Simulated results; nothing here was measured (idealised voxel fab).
A process module follows: voxel capacitor over wiring.
Shown is cross-section cut, with a width of 265 nm and square cells of size 5 nm.
Cross-section = grid of square cells, listed top down in bands; band = one or more rows. It is stipulated that each band's entry specify, in nanometres, the height of the top of the band and then that of its bottom, followed by the materials of the band in left-to-right sequence, each together with its width in nanometres. A single material marked by the word "full width" is understood to fill the band from edge to edge; the word "empty" is understood to denote empty space. Below 0: as-received wafer, all one material; heights counted from there. Lowest band: no bottom, goes on down, written "top 0, no bottom". Think of "30->40" as a width that walks from the first number to the second as you go down the band, top row to bottom row, taking equal-sized steps from row to row. Given "no modification" for a step, no cell of the cross-section differs between before and after that step. Listed in "Closed void list": every empty space of 8 or more cells without an open way to the top. Form: width x height at distance, the distance being from the left edge, all in nm. What comes after the settings on a step's line is commentary from the simulator itself on that step. overlay nm: step with mask; distance mask lay right of planned place; negative value = left of planned place.
[Process steps - plan]
1. RECEIVE [material Si]
2. CONFORMAL_DEP [material SiO2] [thk nm 15]
3. CONFORMAL_DEP [material SiCN] [thk nm 5]
4. DIRECTIONAL_DEP [material SiO2] [thk nm 15]
5. MASKED_ETCH [tone open] [mask id METAL_1] [width nm 25] [pitch nm 85] [etch materials SiO2] [depth nm 15] [overlay nm 0]
6. MASKED_ETCH [tone open] [mask id METAL_1] [width nm 25] [pitch nm 85] [etch materials SiCN] [depth nm 5] [overlay nm 0]
7. CONFORMAL_DEP [material TiN] [thk nm 5]
8. FILL_DEP [material Ru] [thk nm 10]
9. CMP [height nm 35]
10. EPI [material Ru] [thk nm 5]
11. FILL_DEP [material SiCN] [thk nm 5]
12. DIRECTIONAL_DEP [material SiO2] [thk nm 10]
13. PATTERN [tone open] [mask id PLUG_1] [material resist] [width nm 15] [thk nm 20] [overlay nm 0]
14. DIRECTIONAL_ETCH [etch materials SiO2] [depth nm 10]
15. DIRECTIONAL_ETCH [etch materials SiCN] [depth nm 5]
16. STRIP [etch materials resist]
17. CONFORMAL_DEP [material TiN] [thk nm 5]
18. FILL_DEP [material Ru] [thk nm 5]
19. CMP [height nm 55]
20. DIRECTIONAL_DEP [material TiN] [thk nm 10]
21. DIRECTIONAL_DEP [material SiN] [thk nm 5]
22. DIRECTIONAL_DEP [material TiN] [thk nm 10]
23. DIRECTIONAL_DEP [material aC] [thk nm 15]
24. PATTERN [tone cover] [mask id UPPER_PLATE] [material resist] [width nm 65] [thk nm 30] [overlay nm 0]
25. DIRECTIONAL_ETCH [etch materials aC] [depth nm 15]
26. STRIP [etch materials resist]
27. DIRECTIONAL_ETCH [etch materials TiN] [depth nm 10]
28. DIRECTIONAL_ETCH [etch materials SiN] [depth nm 5]
29. STRIP [etch materials aC]
30. DIRECTIONAL_DEP [material aC] [thk nm 10]
31. PATTERN [tone cover] [mask id LOWER_PLATE] [material resist] [width nm 75] [thk nm 30] [overlay nm 0]
32. DIRECTIONAL_ETCH [etch materials aC] [depth nm 10]
33. STRIP [etch materials resist]
34. DIRECTIONAL_ETCH [etch materials TiN] [depth nm 10]
35. STRIP [etch materials aC]
36. FILL_DEP [material SiO2] [thk nm 15]
37. CMP [height nm 90]
38. MASKED_ETCH [tone open] [mask id PLUG_2] [width nm 15] [etch materials SiO2] [depth nm 10] [overlay nm 0]
39. CONFORMAL_DEP [material TiN] [thk nm 5]
40. FILL_DEP [material Ru] [thk nm 10]
41. CMP [height nm 90]
42. CONFORMAL_DEP [material SiCN] [thk nm 5]
[As received (post step 1): cross-section]
  top 0, no bottom = Si full width
  Closed void list: none
[Wafer at module end, in section. Began as above, planned as above, run with one mistake]
  top 95, bottom 90 = SiCN full width
  top 90, bottom 80 = SiO2 (85) / TiN (65) / SiO2 (115)
  top 80, bottom 75 = SiO2 (85) / SiN (65) / SiO2 (115)
  top 75, bottom 65 = SiN full width
  top 65, bottom 55 = TiN full width
  top 55, bottom 45 = SiO2 (85) / TiN (5) / Ru (5) / TiN (5) / SiO2 (165)
  top 45, bottom 40 = SiCN (85) / TiN (15) / SiCN (165)
  top 40, bottom 35 = SiCN (70) / Ru (35) / SiCN (50) / Ru (35) / SiCN (75)
  top 35, bottom 20 = SiO2 (75) / TiN (5) / Ru (15) / TiN (5) / SiO2 (60) / TiN (5) / Ru (15) / TiN (5) / SiO2 (80)
  top 20, bottom 15 = SiCN (75) / TiN (25) / SiCN (60) / TiN (25) / SiCN (80)
  top 15, bottom 0 = SiO2 full width
  top 0, no bottom = Si full width
  Closed void list: none
Deviation from plan: step 21 did not use the planned setting and instead ran as DIRECTIONAL_DEP [material SiN] [thk nm 15]
